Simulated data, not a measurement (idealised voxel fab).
You're looking at the process module voxel spacer lines.
Shown is cross-section cut, with a width of 165 nm and square cells of size 5 nm.
Heads up, the way a cross-section reads in here is a grid of square cells, handed over as bands from the top down, with every band being one or more rows of cells. Heads up on the band format: heights come first, top then bottom, in nm. After that it's the materials left to right, each with its width in nm. A single material flagged "all across" fills the whole band edge to edge, and "empty" means there's empty space there. Measure heights from 0. That's the level where, below it, the as-received wafer is all one material. The lowest band is bottomless and extends downward; write it as in "0 nm and below". Width spec "30->40" -> top row of cells at first value, bottom row at second value, equal per-row change in between. For the purposes of this document, the phrase "nothing was modified" attached to a step denotes that no cell within the cross-section was modified by that step. Any empty space of 8 cells or more lacking an open way to the top shows up in "Cavities, sealed" as width x height at distance, distance from the left edge, in nm. What comes after the settings on a step's line is commentary from the simulator itself on that step. You can add "overlay nm" to a step's line. For a step with a mask, it describes how far the mask lay to the right of its planned position, and a negative number describes a lay to the left.
### The process steps that were planned are listed below
1. RECEIVE with material Si
2. CONFORMAL_DEP with material Al2O3, thk nm 5
3. DIRECTIONAL_DEP with material polySi, thk nm 20
4. DIRECTIONAL_DEP with material aC, thk nm 30
5. PATTERN with tone cover, mask id MANDREL, material resist, width nm 20, pitch nm 70, thk nm 35, overlay nm 0
6. DIRECTIONAL_ETCH with etch materials aC, depth nm 30
7. STRIP with etch materials resist
8. CONFORMAL_DEP with material SiO2, thk nm 15
9. DIRECTIONAL_ETCH with etch materials SiO2, depth nm 15
10. STRIP with etch materials aC
11. DIRECTIONAL_ETCH with etch materials polySi, depth nm 20
12. STRIP with etch materials SiO2
### As-received state of the wafer in cross-section, equivalent to post-step 1
> 0 nm and below | Si all across
> Cavities, sealed: none
### Starting structure and process plan are as shown above, but one mistake was made in running the module; the wafer cross-section at the end of the module follows
> 55 nm to 25 nm | Al2O3 all across
> 25 nm to 5 nm | polySi all across
> 5 nm to 0 nm | Al2O3 all across
> 0 nm and below | Si all across
> Cavities, sealed: none
In executing the process, a mistake was made relative to the plan: for step 4, the planned setting was not used; the step was instead run as DIRECTIONAL_DEP with material Al2O3, thk nm 30
